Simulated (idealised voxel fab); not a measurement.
Proc. module: voxel double patterning
This is section cut - it's 280 nm across, gridded in 5 nm square cells.
A cross-section is written here as square cells arranged in a grid, and it is given in bands from the top down, each band taking up one or more rows of cells. Within each band entry, the heights of the top and of the bottom of the band appear first, in that order and in nm; the materials of the band then follow from left to right, each with its corresponding width in nm. The designation "everywhere" on a single material indicates that it fills the band from edge to edge; the designation "blank" indicates empty space. Height 0 is the level under which the wafer as received is all one material. The lowest band goes on downwards, as in "0 -> down". When a width is written as two numbers, as in "30->40", the first number is the width in the top row of cells of the band and the second is the width in its bottom row, and the width changes by the same amount from each row to the next. A step reported as "stayed the same" is a step in which no cell of the cross-section changed. Sealed void inventory: empty space of 8 cells or more with no open way to the top, each as width x height at its distance from the left edge, in nm. On a step's line, text after the settings is the simulator commenting on that step. overlay nm: on a step with a mask, how far right of its planned place the mask lay; negative means left.
**Planned step list for the process**
1) RECEIVE: material Si
2) CONFORMAL_DEP: material SiN, thk nm 10
3) DIRECTIONAL_DEP: material SiO2, thk nm 20
4) DIRECTIONAL_DEP: material SiCN, thk nm 10
5) MASKED_ETCH: tone open, mask id FIRST, width nm 15, pitch nm 50, etch materials SiCN, depth nm 10, overlay nm 0
6) MASKED_ETCH: tone open, mask id SECOND, width nm 15, pitch nm 50, etch materials SiCN, depth nm 10, overlay nm 0
7) DIRECTIONAL_ETCH: etch materials SiO2, depth nm 20
8) STRIP: etch materials SiCN
**This is the cross-section of the wafer as we received it, i.e. after step 1**
	0 -> down  Si everywhere
	Sealed void inventory: none
**Result of the module, cross-sectioned: start per above, plan per above, one error in how it was run**
	30 -> 20  SiN everywhere
	20 -> 0  SiO2 everywhere
	0 -> down  Si everywhere
	Sealed void inventory: none
Nonconformance to the process plan: a sequencing error occurred in which plan steps 2 and 3 were transposed
